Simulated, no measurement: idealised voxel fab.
A process module follows: voxel released beams.
In the cross-section labelled cut, the width is 290 nm and each square cell is 5 nm.
Format of a cross-section: grid, square cells. Given as bands. Order: top down. Band: one or more rows of cells.
Quick guide to a band line: top height, bottom height (nm) up front; then every material left to right with its width in nm. Only one material and it's marked "everywhere"? Then it fills the band edge to edge. And "empty" just means empty space.
Height reference: 0 = level under which incoming wafer is all one material. Lowest band: no bottom, runs on downward, e.g. "0 -> down".
Note: "30 to 40" means the width goes from the first number (top row of the band) to the second number (bottom row) in equal steps per row of cells.
You'll sometimes find "no alterations made" written for a step, and that's the way of saying that nowhere in the cross-section did a cell change during that step.
Under "Voids, sealed" you'll find the enclosed gaps, the ones with no way out to the top, that are 8 cells or bigger; each reads width x height at distance, with distance counted from the left edge, everything in nm.
Read whatever lies past the settings on a step's line as the simulator's own remark about the step.
overlay nm: how far to the right of its planned place the mask lay on this masked step (negative: to the left).
List of planned process steps
1: RECEIVE, material Si
2: CONFORMAL_DEP, material Al2O3, thk nm 5
3: DIRECTIONAL_DEP, material SiO2, thk nm 10
4: PATTERN, tone open, mask id ANCHOR, material resist, width nm 35, thk nm 20, overlay nm 0
5: DIRECTIONAL_ETCH, etch materials SiO2, depth nm 10
6: STRIP, etch materials resist
7: CONFORMAL_DEP, material SiN, thk nm 10
8: PATTERN, tone cover, mask id BEAM, material resist, width nm 90, thk nm 20, overlay nm 0
9: DIRECTIONAL_ETCH, etch materials SiN, depth nm 10
10: STRIP, etch materials resist
11: STRIP, etch materials SiO2
The plan's step 2 thk nm is the first wafer's value; the wafers differ in this setting and start identical.
First wafer as received, after step 1
    0 -> down = Si everywhere
    Voids, sealed: none
What follows is a table in which each wafer occupies a row; for the wafer as it stands at the close of the module, the row states, material by material, how many cells have been gained (+) or lost (-) since receipt, and then gives its closed voids
thk nm 5, +58 Al2O3, +44 SiN, Voids, sealed: none
thk nm 10, +116 Al2O3, +44 SiN, Voids, sealed: none
thk nm 15, +174 Al2O3, +44 SiN, Voids, sealed: none
thk nm 20, +232 Al2O3, +44 SiN, Voids, sealed: none
